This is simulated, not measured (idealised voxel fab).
Name of the process module below: voxel released beams
We display cut, a cross-section 255 nm in width whose square cells are each 5 nm.
Bands, listed from the top down, are how a cross-section gets written in this document; the cross-section itself is a grid of square cells, and a band is one or more rows of them. Read a band's entry like this: the first values are the height of its top and the height of its bottom in nm, and what follows is the sequence of materials from left to right, each with its width in nm. Note that "blank" is empty space, and that a single material marked "everywhere" reaches across the band from edge to edge. Ref level 0: as-received wafer is one material below here. Bottom band extends down with no lower bound ("0 down"). You'd read "30 to 40" like this: the band's top row of cells is as wide as the first number, its bottom row is as wide as the second, and going down, every row changes width by the same amount as the row before did. Key: "same as before" - step with no changed cell in the cross-section. In the "Trapped void list" entry, you get each enclosed empty space of 8 cells or more, one with no open way to the top, written width x height at distance, distance from the left edge, in nm. Step line, after settings: the simulator's comment on this step. The optional step-line setting "overlay nm" applies to steps with a mask and quantifies how far to the right of its planned location the mask lay, a negative value indicating leftward placement.
# Planned process steps
1 RECEIVE with material Si
2 CONFORMAL_DEP with material SiN, thk nm 5
3 DIRECTIONAL_DEP with material SiO2, thk nm 20
4 MASKED_ETCH with tone open, mask id ANCHOR, width nm 35, etch materials SiO2, depth nm 20, overlay nm 0
5 CONFORMAL_DEP with material W, thk nm 10
6 DIRECTIONAL_DEP with material aC, thk nm 15
7 PATTERN with tone cover, mask id BEAM, material resist, width nm 85, thk nm 30, overlay nm 0
8 DIRECTIONAL_ETCH with etch materials aC, depth nm 15
9 STRIP with etch materials resist
10 DIRECTIONAL_ETCH with etch materials W, depth nm 10
11 STRIP with etch materials aC
12 STRIP with etch materials SiO2
# The first of a set of two wafers, run to plan
# Cross-section, incoming material, after step 1
	0 down  Si everywhere
	Trapped void list: none
# Step 2 complete: cross-section through the wafer
	5 to 0  SiN everywhere
	Anything lower than 0 is untouched.
# Step 3 complete: cross-section through the wafer
	25 to 5  SiO2 everywhere
	Anything lower than 5 is untouched.
# Step 4 complete: cross-section through the wafer
	25 to 5  SiO2: 85; blank: 35; SiO2: 135
	Anything lower than 5 is untouched.
# Step 5 complete: cross-section through the wafer
	35 to 25  W: 95; blank: 15; W: 145
	25 to 15  SiO2: 85; W: 10; blank: 15; W: 10; SiO2: 135
	15 to 5  SiO2: 85; W: 35; SiO2: 135
	Anything lower than 5 is untouched.
# Step 6 complete: cross-section through the wafer
	50 to 35  aC: 95; blank: 15; aC: 145
	35 to 30  W: 95; blank: 15; W: 145
	30 to 25  W: 95; aC: 15; W: 145
	25 to 15  SiO2: 85; W: 10; aC: 15; W: 10; SiO2: 135
	Anything lower than 15 is untouched.
# Step 7 complete: cross-section through the wafer
	80 to 50  blank: 80; resist: 85; blank: 90
	50 to 35  aC: 95; resist: 15; aC: 145
	35 to 30  W: 95; resist: 15; W: 145
	Anything lower than 30 is untouched.
# Step 8 complete: cross-section through the wafer
	65 to 50  blank: 80; resist: 85; blank: 90
	50 to 35  blank: 80; aC: 15; resist: 15; aC: 55; blank: 90
	Anything lower than 35 is untouched.
# Step 9 complete: cross-section through the wafer
	50 to 35  blank: 80; aC: 15; blank: 15; aC: 55; blank: 90
	35 to 30  W: 95; blank: 15; W: 145
	Anything lower than 30 is untouched.
# Step 10 complete: cross-section through the wafer
	50 to 35  blank: 80; aC: 15; blank: 15; aC: 55; blank: 90
	35 to 30  blank: 80; W: 15; blank: 15; W: 55; blank: 90
	30 to 25  blank: 80; W: 15; aC: 15; W: 55; blank: 90
	Anything lower than 25 is untouched.
# Step 11 complete: cross-section through the wafer
	35 to 25  blank: 80; W: 15; blank: 15; W: 55; blank: 90
	25 to 15  SiO2: 85; W: 10; blank: 15; W: 10; SiO2: 135
	Anything lower than 15 is untouched.
# Step 12 complete: cross-section through the wafer
	35 to 25  blank: 80; W: 15; blank: 15; W: 55; blank: 90
	25 to 15  blank: 85; W: 10; blank: 15; W: 10; blank: 135
	15 to 5  blank: 85; W: 35; blank: 135
	Anything lower than 5 is untouched.
# It is to be noted that the second wafer proceeded from the same initial state and according to the same plan as the first, although one mistake was committed in its execution; through step 1, inclusive, the two wafers share an identical history
Cross-section of the second wafer at the time by which step 2 should have been completed according to the plan: same as before
# Cross-section of the second wafer at the time by which step 3 should have been completed according to the plan
	20 to 0  SiO2 everywhere
	Anything lower than 0 is untouched.
# Cross-section of the second wafer at the time by which step 4 should have been completed according to the plan
	20 to 0  SiO2: 85; blank: 35; SiO2: 135
	Anything lower than 0 is untouched.
# Cross-section of the second wafer at the time by which step 5 should have been completed according to the plan
	30 to 20  W: 95; blank: 15; W: 145
	20 to 10  SiO2: 85; W: 10; blank: 15; W: 10; SiO2: 135
	10 to 0  SiO2: 85; W: 35; SiO2: 135
	Anything lower than 0 is untouched.
# Cross-section of the second wafer at the time by which step 6 should have been completed according to the plan
	45 to 30  aC: 95; blank: 15; aC: 145
	30 to 25  W: 95; blank: 15; W: 145
	25 to 20  W: 95; aC: 15; W: 145
	20 to 10  SiO2: 85; W: 10; aC: 15; W: 10; SiO2: 135
	Anything lower than 10 is untouched.
# Cross-section of the second wafer at the time by which step 7 should have been completed according to the plan
	75 to 45  blank: 80; resist: 85; blank: 90
	45 to 30  aC: 95; resist: 15; aC: 145
	30 to 25  W: 95; resist: 15; W: 145
	Anything lower than 25 is untouched.
# Cross-section of the second wafer at the time by which step 8 should have been completed according to the plan
	60 to 45  blank: 80; resist: 85; blank: 90
	45 to 30  blank: 80; aC: 15; resist: 15; aC: 55; blank: 90
	Anything lower than 30 is untouched.
# Cross-section of the second wafer at the time by which step 9 should have been completed according to the plan
	45 to 30  blank: 80; aC: 15; blank: 15; aC: 55; blank: 90
	30 to 25  W: 95; blank: 15; W: 145
	Anything lower than 25 is untouched.
# Cross-section of the second wafer at the time by which step 10 should have been completed according to the plan
	45 to 30  blank: 80; aC: 15; blank: 15; aC: 55; blank: 90
	30 to 25  blank: 80; W: 15; blank: 15; W: 55; blank: 90
	25 to 20  blank: 80; W: 15; aC: 15; W: 55; blank: 90
	Anything lower than 20 is untouched.
# Cross-section of the second wafer at the time by which step 11 should have been completed according to the plan
	30 to 20  blank: 80; W: 15; blank: 15; W: 55; blank: 90
	20 to 10  SiO2: 85; W: 10; blank: 15; W: 10; SiO2: 135
	Anything lower than 10 is untouched.
# Cross-section of the second wafer at the time by which step 12 should have been completed according to the plan
	30 to 20  blank: 80; W: 15; blank: 15; W: 55; blank: 90
	20 to 10  blank: 85; W: 10; blank: 15; W: 10; blank: 135
	10 to 0  blank: 85; W: 35; blank: 135
	Anything lower than 0 is untouched.
Heads up, the wafer didn't run the way we planned it: with respect to the plan, step 2 was omitted and not executed
In the final state, the cell counts of the second wafer exceed or fall short of those of the first for the following materials: 51 fewer of SiN
